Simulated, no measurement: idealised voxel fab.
Process module heading - voxel self aligned contacts
Cross-section cut spans 250 nm and uses square cells 5 nm in size.
In this document a cross-section is written as a grid of square cells. It is given as a series of bands, listed from the top down, and a band is one or more rows of cells. It is stipulated that each band's entry specify, in nanometres, the height of the top of the band and then that of its bottom, followed by the materials of the band in left-to-right sequence, each together with its width in nanometres. A single material marked by the word "full width" is understood to fill the band from edge to edge; the word "empty" is understood to denote empty space. Zero point of the height axis is 0; under it, received wafer = one material. Lowest band: continues down indefinitely, "top 0, no bottom". Read "30->40" as a graded width: first number on top, second number at the bottom, same change between each pair of neighbouring rows. No cell of the cross-section changed in a step that is given as "no modification". "Enclosed internal voids" specifies each empty space that is not open to the top and that occupies no fewer than 8 cells, using the form width x height at distance, the distance measured from the left edge and all three quantities in nm. Post-settings text on a step line: simulator's own remark regarding the step. For masked steps, "overlay nm" on the step line gives how far right of plan the mask actually lay; a minus sign means it lay to the left. Each pair below shows a cross-section before one step and the cross-section after it, down to the lowest band that changed. The line under each pair gives the step between them, with its settings. The pairs can come from different runs of this module on the same starting wafer, so a pair continues from the pair above only where its "Cross-section, before" says so.
# Cross-section, before
	top 0, no bottom = Si full width
	Enclosed internal voids: none
# Section After Processing
	top 0, bottom -5 = SiO2 full width
	Nothing below the height -5 has changed.
	Enclosed internal voids: none
Applied between the two views above: OXIDIZE (depth nm 5)
Cross-section, before: the cross-section after the pair above
# Section After Processing
	top 25, bottom 0 = polySi full width
	Nothing below the height 0 has changed.
	Enclosed internal voids: none
Applied between the two views above: DIRECTIONAL_DEP (material polySi; thk nm 25)
Cross-section, before: the cross-section after the pair above
# Section After Processing
	top 40, bottom 25 = SiN full width
	Nothing below the height 25 has changed.
	Enclosed internal voids: none
Applied between the two views above: DIRECTIONAL_DEP (material SiN; thk nm 15)
Cross-section, before: the cross-section after the pair above
# Section After Processing
	top 60, bottom 40 = empty 75 | resist 35 | empty 25 | resist 35 | empty 80
	Nothing below the height 40 has changed.
	Enclosed internal voids: none
Applied between the two views above: PATTERN (tone cover; mask id GATE; material resist; width nm 35; pitch nm 60; thk nm 20; overlay nm 0)
Cross-section, before: the cross-section after the pair above
# Section After Processing
	top 60, bottom 40 = empty 75 | resist 35 | empty 25 | resist 35 | empty 80
	top 40, bottom 25 = empty 75 | SiN 35 | empty 25 | SiN 35 | empty 80
	Nothing below the height 25 has changed.
	Enclosed internal voids: none
Applied between the two views above: DIRECTIONAL_ETCH (etch materials SiN; depth nm 15)
Cross-section, before: the cross-section after the pair above
# Section After Processing
	top 60, bottom 40 = empty 75 | resist 35 | empty 25 | resist 35 | empty 80
	top 40, bottom 25 = empty 75 | SiN 35 | empty 25 | SiN 35 | empty 80
	top 25, bottom 0 = empty 75 | polySi 35 | empty 25 | polySi 35 | empty 80
	Nothing below the height 0 has changed.
	Enclosed internal voids: none
Applied between the two views above: DIRECTIONAL_ETCH (etch materials polySi; depth nm 25)
Cross-section, before: the cross-section after the pair above
# Section After Processing
	top 40, bottom 25 = empty 75 | SiN 35 | empty 25 | SiN 35 | empty 80
	Nothing below the height 25 has changed.
	Enclosed internal voids: none
Applied between the two views above: STRIP (etch materials resist)
Cross-section, before: the cross-section after the pair above
# Section After Processing
	top 45, bottom 25 = empty 70 | SiN 45 | empty 15 | SiN 45 | empty 75
	top 25, bottom 5 = empty 70 | SiN 5 | polySi 35 | SiN 5 | empty 15 | SiN 5 | polySi 35 | SiN 5 | empty 75
	top 5, bottom 0 = SiN 75 | polySi 35 | SiN 25 | polySi 35 | SiN 80
	Nothing below the height 0 has changed.
	Enclosed internal voids: none
Applied between the two views above: CONFORMAL_DEP (material SiN; thk nm 5)
Cross-section, before: the cross-section after the pair above
# Section After Processing
	top 40, bottom 25 = empty 70 | SiN 45 | empty 15 | SiN 45 | empty 75
	top 25, bottom 0 = empty 70 | SiN 5 | polySi 35 | SiN 5 | empty 15 | SiN 5 | polySi 35 | SiN 5 | empty 75
	Nothing below the height 0 has changed.
	Enclosed internal voids: none
Applied between the two views above: DIRECTIONAL_ETCH (etch materials SiN; depth nm 5)
Cross-section, before: the cross-section after the pair above
# Section After Processing
	top 60, bottom 40 = SiO2 full width
	top 40, bottom 25 = SiO2 70 | SiN 45 | SiO2 15 | SiN 45 | SiO2 75
	top 25, bottom 0 = SiO2 70 | SiN 5 | polySi 35 | SiN 5 | SiO2 15 | SiN 5 | polySi 35 | SiN 5 | SiO2 75
	Nothing below the height 0 has changed.
	Enclosed internal voids: none
Applied between the two views above: FILL_DEP (material SiO2; thk nm 20)
Cross-section, before: the cross-section after the pair above
# Section After Processing
	top 50, bottom 40 = SiO2 full width
	Nothing below the height 40 has changed.
	Enclosed internal voids: none
Applied between the two views above: CMP (height nm 50)
Cross-section, before: the cross-section after the pair above
# Section After Processing
	top 60, bottom 50 = aC full width
	Nothing below the height 50 has changed.
	Enclosed internal voids: none
Applied between the two views above: DIRECTIONAL_DEP (material aC; thk nm 10)
Cross-section, before: the cross-section after the pair above
# Section After Processing
	top 90, bottom 60 = resist 100 | empty 45 | resist 105
	Nothing below the height 60 has changed.
	Enclosed internal voids: none
Applied between the two views above: PATTERN (tone open; mask id CONTACT; material resist; width nm 45; thk nm 30; overlay nm 0)
Cross-section, before: the cross-section after the pair above
# Section After Processing
	top 80, bottom 60 = resist 100 | empty 45 | resist 105
	top 60, bottom 50 = aC 100 | empty 45 | aC 105
	Nothing below the height 50 has changed.
	Enclosed internal voids: none
Applied between the two views above: DIRECTIONAL_ETCH (etch materials aC; depth nm 10)
Cross-section, before: the cross-section after the pair above
# Section After Processing
	top 60, bottom 50 = aC 100 | empty 45 | aC 105
	Nothing below the height 50 has changed.
	Enclosed internal voids: none
Applied between the two views above: STRIP (etch materials resist)
Cross-section, before: the cross-section after the pair above
# Section After Processing
	top 60, bottom 50 = aC 100 | empty 45 | aC 105
	top 50, bottom 40 = SiO2 100 | empty 45 | SiO2 105
	top 40, bottom 25 = SiO2 70 | SiN 45 | empty 15 | SiN 45 | SiO2 75
	top 25, bottom 0 = SiO2 70 | SiN 5 | polySi 35 | SiN 5 | empty 15 | SiN 5 | polySi 35 | SiN 5 | SiO2 75
	top 0, bottom -5 = SiO2 115 | empty 15 | SiO2 120
	Nothing below the height -5 has changed.
	Enclosed internal voids: none
Applied between the two views above: DIRECTIONAL_ETCH (etch materials SiO2; depth nm 55)
Cross-section, before: the cross-section after the pair above
# Section After Processing
	top 50, bottom 40 = SiO2 100 | empty 45 | SiO2 105
	Nothing below the height 40 has changed.
	Enclosed internal voids: none
Applied between the two views above: STRIP (etch materials aC)
Cross-section, before: the cross-section after the pair above
# Section After Processing
	top 55, bottom 50 = TiN 105 | empty 35 | TiN 110
	top 50, bottom 40 = SiO2 100 | TiN 5->20 | empty 35->5 | TiN 5->20 | SiO2 105
	top 40, bottom 25 = SiO2 70 | SiN 45 | TiN 5 | empty 5 | TiN 5 | SiN 45 | SiO2 75
	top 25, bottom 0 = SiO2 70 | SiN 5 | polySi 35 | SiN 5 | TiN 5 | empty 5 | TiN 5 | SiN 5 | polySi 35 | SiN 5 | SiO2 75
	top 0, bottom -5 = SiO2 115 | TiN 15 | SiO2 120
	Nothing below the height -5 has changed.
	Enclosed internal voids: none
Applied between the two views above: CONFORMAL_DEP (material TiN; thk nm 5)
Cross-section, before: the cross-section after the pair above
# Section After Processing
	top 60, bottom 55 = W full width
	top 55, bottom 50 = TiN 105 | W 35 | TiN 110
	top 50, bottom 40 = SiO2 100 | TiN 5->20 | W 35->5 | TiN 5->20 | SiO2 105
	top 40, bottom 25 = SiO2 70 | SiN 45 | TiN 5 | W 5 | TiN 5 | SiN 45 | SiO2 75
	top 25, bottom 0 = SiO2 70 | SiN 5 | polySi 35 | SiN 5 | TiN 5 | W 5 | TiN 5 | SiN 5 | polySi 35 | SiN 5 | SiO2 75
	Nothing below the height 0 has changed.
	Enclosed internal voids: none
Applied between the two views above: FILL_DEP (material W; thk nm 5)
Cross-section, before: the cross-section after the pair above
# Section After Processing
	top 50, bottom 40 = SiO2 100 | TiN 5->20 | W 35->5 | TiN 5->20 | SiO2 105
	Nothing below the height 40 has changed.
	Enclosed internal voids: none
Applied between the two views above: CMP (height nm 50)
Cross-section, before: the cross-section after the pair above
# Section After Processing
	top 55, bottom 50 = SiN full width
	Nothing below the height 50 has changed.
	Enclosed internal voids: none
Applied between the two views above: CONFORMAL_DEP (material SiN; thk nm 5)
# Cross-section, before
	top 0, no bottom = Si full width
	Enclosed internal voids: none
# Section After Processing
	top 25, bottom 0 = polySi full width
	Nothing below the height 0 has changed.
	Enclosed internal voids: none
Applied between the two views above: DIRECTIONAL_DEP (material polySi; thk nm 25)
Cross-section, before: the cross-section after the pair above
# Section After Processing
	top 40, bottom 25 = SiN full width
	Nothing below the height 25 has changed.
	Enclosed internal voids: none
Applied between the two views above: DIRECTIONAL_DEP (material SiN; thk nm 15)
Cross-section, before: the cross-section after the pair above
# Section After Processing
	top 60, bottom 40 = empty 75 | resist 35 | empty 25 | resist 35 | empty 80
	Nothing below the height 40 has changed.
	Enclosed internal voids: none
Applied between the two views above: PATTERN (tone cover; mask id GATE; material resist; width nm 35; pitch nm 60; thk nm 20; overlay nm 0)
Cross-section, before: the cross-section after the pair above
# Section After Processing
	top 60, bottom 40 = empty 75 | resist 35 | empty 25 | resist 35 | empty 80
	top 40, bottom 25 = empty 75 | SiN 35 | empty 25 | SiN 35 | empty 80
	Nothing below the height 25 has changed.
	Enclosed internal voids: none
Applied between the two views above: DIRECTIONAL_ETCH (etch materials SiN; depth nm 15)
Cross-section, before: the cross-section after the pair above
# Section After Processing
	top 60, bottom 40 = empty 75 | resist 35 | empty 25 | resist 35 | empty 80
	top 40, bottom 25 = empty 75 | SiN 35 | empty 25 | SiN 35 | empty 80
	top 25, bottom 0 = empty 75 | polySi 35 | empty 25 | polySi 35 | empty 80
	Nothing below the height 0 has changed.
	Enclosed internal voids: none
Applied between the two views above: DIRECTIONAL_ETCH (etch materials polySi; depth nm 25)
Cross-section, before: the cross-section after the pair above
# Section After Processing
	top 40, bottom 25 = empty 75 | SiN 35 | empty 25 | SiN 35 | empty 80
	Nothing below the height 25 has changed.
	Enclosed internal voids: none
Applied between the two views above: STRIP (etch materials resist)
Cross-section, before: the cross-section after the pair above
# Section After Processing
	top 45, bottom 25 = empty 70 | SiN 45 | empty 15 | SiN 45 | empty 75
	top 25, bottom 5 = empty 70 | SiN 5 | polySi 35 | SiN 5 | empty 15 | SiN 5 | polySi 35 | SiN 5 | empty 75
	top 5, bottom 0 = SiN 75 | polySi 35 | SiN 25 | polySi 35 | SiN 80
	Nothing below the height 0 has changed.
	Enclosed internal voids: none
Applied between the two views above: CONFORMAL_DEP (material SiN; thk nm 5)
Cross-section, before: the cross-section after the pair above
# Section After Processing
	top 40, bottom 25 = empty 70 | SiN 45 | empty 15 | SiN 45 | empty 75
	top 25, bottom 0 = empty 70 | SiN 5 | polySi 35 | SiN 5 | empty 15 | SiN 5 | polySi 35 | SiN 5 | empty 75
	Nothing below the height 0 has changed.
	Enclosed internal voids: none
Applied between the two views above: DIRECTIONAL_ETCH (etch materials SiN; depth nm 5)
Cross-section, before: the cross-section after the pair above
# Section After Processing
	top 60, bottom 40 = SiO2 full width
	top 40, bottom 25 = SiO2 70 | SiN 45 | SiO2 15 | SiN 45 | SiO2 75
	top 25, bottom 0 = SiO2 70 | SiN 5 | polySi 35 | SiN 5 | SiO2 15 | SiN 5 | polySi 35 | SiN 5 | SiO2 75
	Nothing below the height 0 has changed.
	Enclosed internal voids: none
Applied between the two views above: FILL_DEP (material SiO2; thk nm 20)
Cross-section, before: the cross-section after the pair above
# Section After Processing
	top 50, bottom 40 = SiO2 full width
	Nothing below the height 40 has changed.
	Enclosed internal voids: none
Applied between the two views above: CMP (height nm 50)
Cross-section, before: the cross-section after the pair above
# Section After Processing
	top 60, bottom 50 = aC full width
	Nothing below the height 50 has changed.
	Enclosed internal voids: none
Applied between the two views above: DIRECTIONAL_DEP (material aC; thk nm 10)
Cross-section, before: the cross-section after the pair above
# Section After Processing
	top 90, bottom 60 = resist 100 | empty 45 | resist 105
	Nothing below the height 60 has changed.
	Enclosed internal voids: none
Applied between the two views above: PATTERN (tone open; mask id CONTACT; material resist; width nm 45; thk nm 30; overlay nm 0)
Cross-section, before: the cross-section after the pair above
# Section After Processing
	top 80, bottom 60 = resist 100 | empty 45 | resist 105
	top 60, bottom 50 = aC 100 | empty 45 | aC 105
	Nothing below the height 50 has changed.
	Enclosed internal voids: none
Applied between the two views above: DIRECTIONAL_ETCH (etch materials aC; depth nm 10)
Cross-section, before: the cross-section after the pair above
# Section After Processing
	top 60, bottom 50 = aC 100 | empty 45 | aC 105
	Nothing below the height 50 has changed.
	Enclosed internal voids: none
Applied between the two views above: STRIP (etch materials resist)
Cross-section, before: the cross-section after the pair above
# Section After Processing
	top 60, bottom 50 = aC 100 | empty 45 | aC 105
	top 50, bottom 40 = SiO2 100 | empty 45 | SiO2 105
	top 40, bottom 25 = SiO2 70 | SiN 45 | empty 15 | SiN 45 | SiO2 75
	top 25, bottom 0 = SiO2 70 | SiN 5 | polySi 35 | SiN 5 | empty 15 | SiN 5 | polySi 35 | SiN 5 | SiO2 75
	Nothing below the height 0 has changed.
	Enclosed internal voids: none
Applied between the two views above: DIRECTIONAL_ETCH (etch materials SiO2; depth nm 55)
Cross-section, before: the cross-section after the pair above
# Section After Processing
	top 50, bottom 40 = SiO2 100 | empty 45 | SiO2 105
	Nothing below the height 40 has changed.
	Enclosed internal voids: none
Applied between the two views above: STRIP (etch materials aC)
Cross-section, before: the cross-section after the pair above
# Section After Processing
	top 55, bottom 50 = TiN 105 | empty 35 | TiN 110
	top 50, bottom 40 = SiO2 100 | TiN 5->20 | empty 35->5 | TiN 5->20 | SiO2 105
	top 40, bottom 25 = SiO2 70 | SiN 45 | TiN 5 | empty 5 | TiN 5 | SiN 45 | SiO2 75
	top 25, bottom 5 = SiO2 70 | SiN 5 | polySi 35 | SiN 5 | TiN 5 | empty 5 | TiN 5 | SiN 5 | polySi 35 | SiN 5 | SiO2 75
	top 5, bottom 0 = SiO2 70 | SiN 5 | polySi 35 | SiN 5 | TiN 15 | SiN 5 | polySi 35 | SiN 5 | SiO2 75
	Nothing below the height 0 has changed.
	Enclosed internal voids: none
Applied between the two views above: CONFORMAL_DEP (material TiN; thk nm 5)
Cross-section, before: the cross-section after the pair above
# Section After Processing
	top 60, bottom 55 = W full width
	top 55, bottom 50 = TiN 105 | W 35 | TiN 110
	top 50, bottom 40 = SiO2 100 | TiN 5->20 | W 35->5 | TiN 5->20 | SiO2 105
	top 40, bottom 25 = SiO2 70 | SiN 45 | TiN 5 | W 5 | TiN 5 | SiN 45 | SiO2 75
	top 25, bottom 5 = SiO2 70 | SiN 5 | polySi 35 | SiN 5 | TiN 5 | W 5 | TiN 5 | SiN 5 | polySi 35 | SiN 5 | SiO2 75
	Nothing below the height 5 has changed.
	Enclosed internal voids: none
Applied between the two views above: FILL_DEP (material W; thk nm 5)
Cross-section, before: the cross-section after the pair above
# Section After Processing
	top 50, bottom 40 = SiO2 100 | TiN 5->20 | W 35->5 | TiN 5->20 | SiO2 105
	Nothing below the height 40 has changed.
	Enclosed internal voids: none
Applied between the two views above: CMP (height nm 50)
Cross-section, before: the cross-section after the pair above
# Section After Processing
	top 55, bottom 50 = SiN full width
	Nothing below the height 50 has changed.
	Enclosed internal voids: none
Applied between the two views above: CONFORMAL_DEP (material SiN; thk nm 5)
# Cross-section, before
	top 25, bottom 0 = polySi full width
	top 0, bottom -5 = SiO2 full width
	top -5, no bottom = Si full width
	Enclosed internal voids: none
# Section After Processing
	top 50, bottom 0 = polySi full width
	Nothing below the height 0 has changed.
	Enclosed internal voids: none
Applied between the two views above: DIRECTIONAL_DEP (material polySi; thk nm 25)
Cross-section, before: the cross-section after the pair above
# Section After Processing
	top 65, bottom 50 = SiN full width
	Nothing below the height 50 has changed.
	Enclosed internal voids: none
Applied between the two views above: DIRECTIONAL_DEP (material SiN; thk nm 15)
Cross-section, before: the cross-section after the pair above
# Section After Processing
	top 85, bottom 65 = empty 75 | resist 35 | empty 25 | resist 35 | empty 80
	Nothing below the height 65 has changed.
	Enclosed internal voids: none
Applied between the two views above: PATTERN (tone cover; mask id GATE; material resist; width nm 35; pitch nm 60; thk nm 20; overlay nm 0)
Cross-section, before: the cross-section after the pair above
# Section After Processing
	top 85, bottom 65 = empty 75 | resist 35 | empty 25 | resist 35 | empty 80
	top 65, bottom 50 = empty 75 | SiN 35 | empty 25 | SiN 35 | empty 80
	Nothing below the height 50 has changed.
	Enclosed internal voids: none
Applied between the two views above: DIRECTIONAL_ETCH (etch materials SiN; depth nm 15)
Cross-section, before: the cross-section after the pair above
# Section After Processing
	top 85, bottom 65 = empty 75 | resist 35 | empty 25 | resist 35 | empty 80
	top 65, bottom 50 = empty 75 | SiN 35 | empty 25 | SiN 35 | empty 80
	top 50, bottom 25 = empty 75 | polySi 35 | empty 25 | polySi 35 | empty 80
	Nothing below the height 25 has changed.
	Enclosed internal voids: none
Applied between the two views above: DIRECTIONAL_ETCH (etch materials polySi; depth nm 25)
Cross-section, before: the cross-section after the pair above
# Section After Processing
	top 65, bottom 50 = empty 75 | SiN 35 | empty 25 | SiN 35 | empty 80
	Nothing below the height 50 has changed.
	Enclosed internal voids: none
Applied between the two views above: STRIP (etch materials resist)
Cross-section, before: the cross-section after the pair above
# Section After Processing
	top 70, bottom 50 = empty 70 | SiN 45 | empty 15 | SiN 45 | empty 75
	top 50, bottom 30 = empty 70 | SiN 5 | polySi 35 | SiN 5 | empty 15 | SiN 5 | polySi 35 | SiN 5 | empty 75
	top 30, bottom 25 = SiN 75 | polySi 35 | SiN 25 | polySi 35 | SiN 80
	Nothing below the height 25 has changed.
	Enclosed internal voids: none
Applied between the two views above: CONFORMAL_DEP (material SiN; thk nm 5)
Cross-section, before: the cross-section after the pair above
# Section After Processing
	top 65, bottom 50 = empty 70 | SiN 45 | empty 15 | SiN 45 | empty 75
	top 50, bottom 25 = empty 70 | SiN 5 | polySi 35 | SiN 5 | empty 15 | SiN 5 | polySi 35 | SiN 5 | empty 75
	Nothing below the height 25 has changed.
	Enclosed internal voids: none
Applied between the two views above: DIRECTIONAL_ETCH (etch materials SiN; depth nm 5)
Cross-section, before: the cross-section after the pair above
# Section After Processing
	top 85, bottom 65 = SiO2 full width
	top 65, bottom 50 = SiO2 70 | SiN 45 | SiO2 15 | SiN 45 | SiO2 75
	top 50, bottom 25 = SiO2 70 | SiN 5 | polySi 35 | SiN 5 | SiO2 15 | SiN 5 | polySi 35 | SiN 5 | SiO2 75
	Nothing below the height 25 has changed.
	Enclosed internal voids: none
Applied between the two views above: FILL_DEP (material SiO2; thk nm 20)
Cross-section, before: the cross-section after the pair above
# Section After Processing
	top 50, bottom 25 = SiO2 70 | SiN 5 | polySi 35 | SiN 5 | SiO2 15 | SiN 5 | polySi 35 | SiN 5 | SiO2 75
	Nothing below the height 25 has changed.
	Enclosed internal voids: none
Applied between the two views above: CMP (height nm 50)
Cross-section, before: the cross-section after the pair above
# Section After Processing
	top 60, bottom 50 = aC full width
	Nothing below the height 50 has changed.
	Enclosed internal voids: none
Applied between the two views above: DIRECTIONAL_DEP (material aC; thk nm 10)
Cross-section, before: the cross-section after the pair above
# Section After Processing
	top 90, bottom 60 = resist 100 | empty 45 | resist 105
	Nothing below the height 60 has changed.
	Enclosed internal voids: none
Applied between the two views above: PATTERN (tone open; mask id CONTACT; material resist; width nm 45; thk nm 30; overlay nm 0)
Cross-section, before: the cross-section after the pair above
# Section After Processing
	top 80, bottom 60 = resist 100 | empty 45 | resist 105
	top 60, bottom 50 = aC 100 | empty 45 | aC 105
	Nothing below the height 50 has changed.
	Enclosed internal voids: none
Applied between the two views above: DIRECTIONAL_ETCH (etch materials aC; depth nm 10)
Cross-section, before: the cross-section after the pair above
# Section After Processing
	top 60, bottom 50 = aC 100 | empty 45 | aC 105
	Nothing below the height 50 has changed.
	Enclosed internal voids: none
Applied between the two views above: STRIP (etch materials resist)
Cross-section, before: the cross-section after the pair above
# Section After Processing
	top 60, bottom 50 = aC 100 | empty 45 | aC 105
	top 50, bottom 25 = SiO2 70 | SiN 5 | polySi 35 | SiN 5 | empty 15 | SiN 5 | polySi 35 | SiN 5 | SiO2 75
	Nothing below the height 25 has changed.
	Enclosed internal voids: none
Applied between the two views above: DIRECTIONAL_ETCH (etch materials SiO2; depth nm 55)
Cross-section, before: the cross-section after the pair above
# Section After Processing
	top 50, bottom 25 = SiO2 70 | SiN 5 | polySi 35 | SiN 5 | empty 15 | SiN 5 | polySi 35 | SiN 5 | SiO2 75
	Nothing below the height 25 has changed.
	Enclosed internal voids: none
Applied between the two views above: STRIP (etch materials aC)
Cross-section, before: the cross-section after the pair above
# Section After Processing
	top 55, bottom 50 = TiN 120 | empty 5 | TiN 125
	top 50, bottom 30 = SiO2 70 | SiN 5 | polySi 35 | SiN 5 | TiN 5 | empty 5 | TiN 5 | SiN 5 | polySi 35 | SiN 5 | SiO2 75
	top 30, bottom 25 = SiO2 70 | SiN 5 | polySi 35 | SiN 5 | TiN 15 | SiN 5 | polySi 35 | SiN 5 | SiO2 75
	Nothing below the height 25 has changed.
	Enclosed internal voids: none
Applied between the two views above: CONFORMAL_DEP (material TiN; thk nm 5)
Cross-section, before: the cross-section after the pair above
# Section After Processing
	top 60, bottom 55 = W full width
	top 55, bottom 50 = TiN 120 | W 5 | TiN 125
	top 50, bottom 30 = SiO2 70 | SiN 5 | polySi 35 | SiN 5 | TiN 5 | W 5 | TiN 5 | SiN 5 | polySi 35 | SiN 5 | SiO2 75
	Nothing below the height 30 has changed.
	Enclosed internal voids: none
Applied between the two views above: FILL_DEP (material W; thk nm 5)
Cross-section, before: the cross-section after the pair above
# Section After Processing
	top 50, bottom 30 = SiO2 70 | SiN 5 | polySi 35 | SiN 5 | TiN 5 | W 5 | TiN 5 | SiN 5 | polySi 35 | SiN 5 | SiO2 75
	Nothing below the height 30 has changed.
	Enclosed internal voids: none
Applied between the two views above: CMP (height nm 50)
Cross-section, before: the cross-section after the pair above
# Section After Processing
	top 55, bottom 50 = SiN full width
	Nothing below the height 50 has changed.
	Enclosed internal voids: none
Applied between the two views above: CONFORMAL_DEP (material SiN; thk nm 5)
# Cross-section, before
	top 40, bottom 25 = empty 75 | SiN 35 | empty 25 | SiN 35 | empty 80
	top 25, bottom 0 = empty 75 | polySi 35 | empty 25 | polySi 35 | empty 80
	top 0, bottom -5 = SiO2 full width
	top -5, no bottom = Si full width
	Enclosed internal voids: none
# Section After Processing
	top 35, bottom 25 = empty 75 | SiN 35 | empty 25 | SiN 35 | empty 80
	Nothing below the height 25 has changed.
	Enclosed internal voids: none
Applied between the two views above: DIRECTIONAL_ETCH (etch materials SiN; depth nm 5)
Cross-section, before: the cross-section after the pair above
# Section After Processing
	top 40, bottom 25 = empty 70 | SiN 45 | empty 15 | SiN 45 | empty 75
	top 25, bottom 5 = empty 70 | SiN 5 | polySi 35 | SiN 5 | empty 15 | SiN 5 | polySi 35 | SiN 5 | empty 75
	top 5, bottom 0 = SiN 75 | polySi 35 | SiN 25 | polySi 35 | SiN 80
	Nothing below the height 0 has changed.
	Enclosed internal voids: none
Applied between the two views above: CONFORMAL_DEP (material SiN; thk nm 5)
Cross-section, before: the cross-section after the pair above
# Section After Processing
	top 60, bottom 40 = SiO2 full width
	top 40, bottom 25 = SiO2 70 | SiN 45 | SiO2 15 | SiN 45 | SiO2 75
	top 25, bottom 5 = SiO2 70 | SiN 5 | polySi 35 | SiN 5 | SiO2 15 | SiN 5 | polySi 35 | SiN 5 | SiO2 75
	Nothing below the height 5 has changed.
	Enclosed internal voids: none
Applied between the two views above: FILL_DEP (material SiO2; thk nm 20)
Cross-section, before: the cross-section after the pair above
# Section After Processing
	top 50, bottom 40 = SiO2 full width
	Nothing below the height 40 has changed.
	Enclosed internal voids: none
Applied between the two views above: CMP (height nm 50)
Cross-section, before: the cross-section after the pair above
# Section After Processing
	top 60, bottom 50 = aC full width
	Nothing below the height 50 has changed.
	Enclosed internal voids: none
Applied between the two views above: DIRECTIONAL_DEP (material aC; thk nm 10)
Cross-section, before: the cross-section after the pair above
# Section After Processing
	top 90, bottom 60 = resist 100 | empty 45 | resist 105
	Nothing below the height 60 has changed.
	Enclosed internal voids: none
Applied between the two views above: PATTERN (tone open; mask id CONTACT; material resist; width nm 45; thk nm 30; overlay nm 0)
Cross-section, before: the cross-section after the pair above
# Section After Processing
	top 80, bottom 60 = resist 100 | empty 45 | resist 105
	top 60, bottom 50 = aC 100 | empty 45 | aC 105
	Nothing below the height 50 has changed.
	Enclosed internal voids: none
Applied between the two views above: DIRECTIONAL_ETCH (etch materials aC; depth nm 10)
Cross-section, before: the cross-section after the pair above
# Section After Processing
	top 60, bottom 50 = aC 100 | empty 45 | aC 105
	Nothing below the height 50 has changed.
	Enclosed internal voids: none
Applied between the two views above: STRIP (etch materials resist)
Cross-section, before: the cross-section after the pair above
# Section After Processing
	top 60, bottom 50 = aC 100 | empty 45 | aC 105
	top 50, bottom 40 = SiO2 100 | empty 45 | SiO2 105
	top 40, bottom 25 = SiO2 70 | SiN 45 | empty 15 | SiN 45 | SiO2 75
	top 25, bottom 5 = SiO2 70 | SiN 5 | polySi 35 | SiN 5 | empty 15 | SiN 5 | polySi 35 | SiN 5 | SiO2 75
	Nothing below the height 5 has changed.
	Enclosed internal voids: none
Applied between the two views above: DIRECTIONAL_ETCH (etch materials SiO2; depth nm 55)
Cross-section, before: the cross-section after the pair above
# Section After Processing
	top 50, bottom 40 = SiO2 100 | empty 45 | SiO2 105
	Nothing below the height 40 has changed.
	Enclosed internal voids: none
Applied between the two views above: STRIP (etch materials aC)
Cross-section, before: the cross-section after the pair above
# Section After Processing
	top 55, bottom 50 = TiN 105 | empty 35 | TiN 110
	top 50, bottom 40 = SiO2 100 | TiN 5->20 | empty 35->5 | TiN 5->20 | SiO2 105
	top 40, bottom 25 = SiO2 70 | SiN 45 | TiN 5 | empty 5 | TiN 5 | SiN 45 | SiO2 75
	top 25, bottom 10 = SiO2 70 | SiN 5 | polySi 35 | SiN 5 | TiN 5 | empty 5 | TiN 5 | SiN 5 | polySi 35 | SiN 5 | SiO2 75
	top 10, bottom 5 = SiO2 70 | SiN 5 | polySi 35 | SiN 5 | TiN 15 | SiN 5 | polySi 35 | SiN 5 | SiO2 75
	Nothing below the height 5 has changed.
	Enclosed internal voids: none
Applied between the two views above: CONFORMAL_DEP (material TiN; thk nm 5)
Cross-section, before: the cross-section after the pair above
# Section After Processing
	top 60, bottom 55 = W full width
	top 55, bottom 50 = TiN 105 | W 35 | TiN 110
	top 50, bottom 40 = SiO2 100 | TiN 5->20 | W 35->5 | TiN 5->20 | SiO2 105
	top 40, bottom 25 = SiO2 70 | SiN 45 | TiN 5 | W 5 | TiN 5 | SiN 45 | SiO2 75
	top 25, bottom 10 = SiO2 70 | SiN 5 | polySi 35 | SiN 5 | TiN 5 | W 5 | TiN 5 | SiN 5 | polySi 35 | SiN 5 | SiO2 75
	Nothing below the height 10 has changed.
	Enclosed internal voids: none
Applied between the two views above: FILL_DEP (material W; thk nm 5)
Cross-section, before: the cross-section after the pair above
# Section After Processing
	top 50, bottom 40 = SiO2 100 | TiN 5->20 | W 35->5 | TiN 5->20 | SiO2 105
	Nothing below the height 40 has changed.
	Enclosed internal voids: none
Applied between the two views above: CMP (height nm 50)
Cross-section, before: the cross-section after the pair above
# Section After Processing
	top 55, bottom 50 = SiN full width
	Nothing below the height 50 has changed.
	Enclosed internal voids: none
Applied between the two views above: CONFORMAL_DEP (material SiN; thk nm 5)
# Cross-section, before
	top 60, bottom 40 = empty 75 | resist 35 | empty 25 | resist 35 | empty 80
	top 40, bottom 25 = empty 75 | SiN 35 | empty 25 | SiN 35 | empty 80
	top 25, bottom 0 = polySi full width
	top 0, bottom -5 = SiO2 full width
	top -5, no bottom = Si full width
	Enclosed internal voids: none
# Section After Processing
	top 60, bottom 40 = empty 75 | resist 35 | empty 25 | resist 35 | empty 80
	top 40, bottom 25 = empty 75 | SiN 35 | empty 25 | SiN 35 | empty 80
	top 25, bottom 5 = empty 75 | polySi 35 | empty 25 | polySi 35 | empty 80
	Nothing below the height 5 has changed.
	Enclosed internal voids: none
Applied between the two views above: DIRECTIONAL_ETCH (etch materials polySi; depth nm 20)
Cross-section, before: the cross-section after the pair above
# Section After Processing
	top 40, bottom 25 = empty 75 | SiN 35 | empty 25 | SiN 35 | empty 80
	Nothing below the height 25 has changed.
	Enclosed internal voids: none
Applied between the two views above: STRIP (etch materials resist)
Cross-section, before: the cross-section after the pair above
# Section After Processing
	top 45, bottom 25 = empty 70 | SiN 45 | empty 15 | SiN 45 | empty 75
	top 25, bottom 10 = empty 70 | SiN 5 | polySi 35 | SiN 5 | empty 15 | SiN 5 | polySi 35 | SiN 5 | empty 75
	top 10, bottom 5 = SiN 75 | polySi 35 | SiN 25 | polySi 35 | SiN 80
	Nothing below the height 5 has changed.
	Enclosed internal voids: none
Applied between the two views above: CONFORMAL_DEP (material SiN; thk nm 5)
Cross-section, before: the cross-section after the pair above
# Section After Processing
	top 40, bottom 25 = empty 70 | SiN 45 | empty 15 | SiN 45 | empty 75
	top 25, bottom 5 = empty 70 | SiN 5 | polySi 35 | SiN 5 | empty 15 | SiN 5 | polySi 35 | SiN 5 | empty 75
	Nothing below the height 5 has changed.
	Enclosed internal voids: none
Applied between the two views above: DIRECTIONAL_ETCH (etch materials SiN; depth nm 5)
Cross-section, before: the cross-section after the pair above
# Section After Processing
	top 60, bottom 40 = SiO2 full width
	top 40, bottom 25 = SiO2 70 | SiN 45 | SiO2 15 | SiN 45 | SiO2 75
	top 25, bottom 5 = SiO2 70 | SiN 5 | polySi 35 | SiN 5 | SiO2 15 | SiN 5 | polySi 35 | SiN 5 | SiO2 75
	Nothing below the height 5 has changed.
	Enclosed internal voids: none
Applied between the two views above: FILL_DEP (material SiO2; thk nm 20)
Cross-section, before: the cross-section after the pair above
# Section After Processing
	top 50, bottom 40 = SiO2 full width
	Nothing below the height 40 has changed.
	Enclosed internal voids: none
Applied between the two views above: CMP (height nm 50)
